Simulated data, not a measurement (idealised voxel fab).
Process module under the name voxel lift off
FYI the section here is cut, 170 nm wide, cells are 5 nm squares.
Notation: cross-section as square-cell grid; stated in bands, top first, going down; one or more cell rows per band. It is stipulated that each band's entry specify, in nanometres, the height of the top of the band and then that of its bottom, followed by the materials of the band in left-to-right sequence, each together with its width in nanometres. A single material marked by the word "everywhere" is understood to fill the band from edge to edge; the word "air" is understood to denote empty space. Height 0 is the level under which the wafer as received is all one material. The lowest band goes on downwards, as in "0 and below". Think of "30..40" as a width that walks from the first number to the second as you go down the band, top row to bottom row, taking equal-sized steps from row to row. Basically "left unchanged" means that step didn't change any cell in the cross-section. Any empty space of 8 cells or more lacking an open way to the top shows up in "Catalogued sealed voids" as width x height at distance, distance from the left edge, in nm. Step line, after settings: the simulator's comment on this step. overlay nm: on a step with a mask, how far right of its planned place the mask lay; negative means left.
[plan]
1 RECEIVE (material Si)
2 CONFORMAL_DEP (material SiO2; thk nm 15)
3 PATTERN (tone open; mask id LINES; material resist; width nm 25; pitch nm 55; thk nm 15; overlay nm 0)
4 DIRECTIONAL_DEP (material Ru; thk nm 5)
5 STRIP (etch materials resist)
6 CONFORMAL_DEP (material SiO2; thk nm 5)
[On the first of the two wafers: run conducted according to plan]
[As-received state of the wafer in cross-section, equivalent to post-step 1]
  0 and below  Si everywhere
  Catalogued sealed voids: none
[Cross-sectional representation of the wafer at the conclusion of step 2]
  15 down to 0  SiO2 everywhere
  Whatever lies below 0 is exactly as it was before.
[Cross-sectional representation of the wafer at the conclusion of step 3]
  30 down to 15  resist 15 nm | air 25 nm | resist 30 nm | air 25 nm | resist 30 nm | air 25 nm | resist 20 nm
  Whatever lies below 15 is exactly as it was before.
[Cross-sectional representation of the wafer at the conclusion of step 4]
  35 down to 30  Ru 15 nm | air 25 nm | Ru 30 nm | air 25 nm | Ru 30 nm | air 25 nm | Ru 20 nm
  30 down to 20  resist 15 nm | air 25 nm | resist 30 nm | air 25 nm | resist 30 nm | air 25 nm | resist 20 nm
  20 down to 15  resist 15 nm | Ru 25 nm | resist 30 nm | Ru 25 nm | resist 30 nm | Ru 25 nm | resist 20 nm
  Whatever lies below 15 is exactly as it was before.
[Cross-sectional representation of the wafer at the conclusion of step 5]
  20 down to 15  air 15 nm | Ru 25 nm | air 30 nm | Ru 25 nm | air 30 nm | Ru 25 nm | air 20 nm
  Whatever lies below 15 is exactly as it was before.
[Cross-sectional representation of the wafer at the conclusion of step 6]
  25 down to 20  air 10 nm | SiO2 35 nm | air 20 nm | SiO2 35 nm | air 20 nm | SiO2 35 nm | air 15 nm
  20 down to 15  SiO2 15 nm | Ru 25 nm | SiO2 30 nm | Ru 25 nm | SiO2 30 nm | Ru 25 nm | SiO2 20 nm
  Whatever lies below 15 is exactly as it was before.
[Notes, second wafer: start = first wafer's, plan = first wafer's, execution had one mistake; history identical to first through step 1]
[Planned end of step 2: second wafer, cross-section]
  20 down to 0  SiO2 everywhere
  Whatever lies below 0 is exactly as it was before.
[Planned end of step 3: second wafer, cross-section]
  35 down to 20  resist 15 nm | air 25 nm | resist 30 nm | air 25 nm | resist 30 nm | air 25 nm | resist 20 nm
  Whatever lies below 20 is exactly as it was before.
[Planned end of step 4: second wafer, cross-section]
  40 down to 35  Ru 15 nm | air 25 nm | Ru 30 nm | air 25 nm | Ru 30 nm | air 25 nm | Ru 20 nm
  35 down to 25  resist 15 nm | air 25 nm | resist 30 nm | air 25 nm | resist 30 nm | air 25 nm | resist 20 nm
  25 down to 20  resist 15 nm | Ru 25 nm | resist 30 nm | Ru 25 nm | resist 30 nm | Ru 25 nm | resist 20 nm
  Whatever lies below 20 is exactly as it was before.
[Planned end of step 5: second wafer, cross-section]
  25 down to 20  air 15 nm | Ru 25 nm | air 30 nm | Ru 25 nm | air 30 nm | Ru 25 nm | air 20 nm
  Whatever lies below 20 is exactly as it was before.
[Planned end of step 6: second wafer, cross-section]
  30 down to 25  air 10 nm | SiO2 35 nm | air 20 nm | SiO2 35 nm | air 20 nm | SiO2 35 nm | air 15 nm
  25 down to 20  SiO2 15 nm | Ru 25 nm | SiO2 30 nm | Ru 25 nm | SiO2 30 nm | Ru 25 nm | SiO2 20 nm
  Whatever lies below 20 is exactly as it was before.
Which mistake was made when the wafer was run? step 2 ran with different settings than intended, the actual operation and settings being CONFORMAL_DEP (material SiO2; thk nm 20)
Cell-count delta at end, second wafer over first, by material: SiO2: 34 more
